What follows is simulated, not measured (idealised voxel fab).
Herein follows the process module entitled voxel local oxidation.
Each square cell in cross-section cut measures 5 nm, and the section as a whole is 265 nm wide.
This document writes a cross-section as a grid whose cells are square, and gives it as bands, listed from the top down; one or more rows of cells form a band. Heads up on the band format: heights come first, top then bottom, in nm. After that it's the materials left to right, each with its width in nm. A single material flagged "edge to edge" fills the whole band edge to edge, and "blank" means there's empty space there. For the purposes of this specification, 0 denotes the height below which the wafer in its as-received condition is composed wholly of one material, and the lowermost band, lacking a lower limit, extends downward without end, as expressed in "0 and below". A width given as "30 to 40" starts at the first number in the band's top row and ends at the second number in its bottom row, shifting by an equal amount at every step from row to row. You'll sometimes find "no modifications" written for a step, and that's the way of saying that nowhere in the cross-section did a cell change during that step. So "Voids lacking openings" is basically the list of trapped voids: any empty space of 8 cells or more that can't reach the top through an opening. They're written width x height at distance, the distance being from the left edge, and it's all nm. On a step's line, text after the settings is the simulator commenting on that step. If you see "overlay nm" on a step's line and that step has a mask, it's telling you how far right of where it was planned the mask ended up; a negative number means it went left instead.
Listed below are the process steps as planned
| 1 | RECEIVE,material Si |
| 2 | OXIDIZE,depth nm 5 |
| 3 | CONFORMAL_DEP,material SiN,thk nm 15 |
| 4 | MASKED_ETCH,tone cover,mask id ACTIVE,width nm 100,etch materials SiN,depth nm 15,overlay nm 0 |
| 5 | SELECTIVE_ETCH,etch materials SiO2,depth nm 5 |
| 6 | OXIDIZE,depth nm 10 |
| 7 | STRIP,etch materials SiN |
First out of two wafers; run went to plan
Cross-section of the wafer upon arrival, representing the state reached after step 1
- 0 and below = Si edge to edge
- Voids lacking openings: none
Once step 2 is through, the wafer looks like this in cross-section
- 0 down to -5 = SiO2 edge to edge
- Everything under -5 stays put, no change at all.
Once step 3 is through, the wafer looks like this in cross-section
- 15 down to 0 = SiN edge to edge
- Everything under 0 stays put, no change at all.
Once step 4 is through, the wafer looks like this in cross-section
- 15 down to 0 = 80 nm blank  100 nm SiN  85 nm blank
- Everything under 0 stays put, no change at all.
Once step 5 is through, the wafer looks like this in cross-section
- 15 down to 0 = 80 nm blank  100 nm SiN  85 nm blank
- 0 down to -5 = 85 nm blank  90 nm SiO2  90 nm blank
- Everything under -5 stays put, no change at all.
Once step 6 is through, the wafer looks like this in cross-section
- 15 down to 0 = 80 nm blank  100 nm SiN  85 nm blank
- 0 down to -5 = 85 nm blank  90 nm SiO2  90 nm blank
- -5 down to -15 = 95 nm SiO2  70 nm Si  100 nm SiO2
- Everything under -15 stays put, no change at all.
Once step 7 is through, the wafer looks like this in cross-section
- 0 down to -5 = 85 nm blank  90 nm SiO2  90 nm blank
- Everything under -5 stays put, no change at all.
Second Wafer (Identical Start and Plan, One Processing Error; Matches First Wafer Through Step 3)
Cross-section of the second wafer at the time step 4 of the plan should have ended
- 15 down to 0 = 80 nm SiN  100 nm blank  85 nm SiN
- Everything under 0 stays put, no change at all.
Cross-section of the second wafer at the time step 5 of the plan should have ended
- 15 down to 0 = 80 nm SiN  100 nm blank  85 nm SiN
- 0 down to -5 = 75 nm SiO2  110 nm blank  80 nm SiO2
- Everything under -5 stays put, no change at all.
Cross-section of the second wafer at the time step 6 of the plan should have ended
- 15 down to 0 = 80 nm SiN  100 nm blank  85 nm SiN
- 0 down to -5 = 75 nm SiO2  110 nm blank  80 nm SiO2
- -5 down to -15 = 65 nm Si  130 nm SiO2  70 nm Si
- Everything under -15 stays put, no change at all.
Cross-section of the second wafer at the time step 7 of the plan should have ended
- 0 down to -5 = 75 nm SiO2  110 nm blank  80 nm SiO2
- Everything under -5 stays put, no change at all.
Short version of what went wrong: step 4 was processed under conditions differing from the plan, specifically as MASKED_ETCH,tone open,mask id ACTIVE,width nm 100,etch materials SiN,depth nm 15,overlay nm 0
FYI, end of process, the second wafer has more or fewer cells of some materials than the first: Si: 26 more; SiO2: 13 fewer
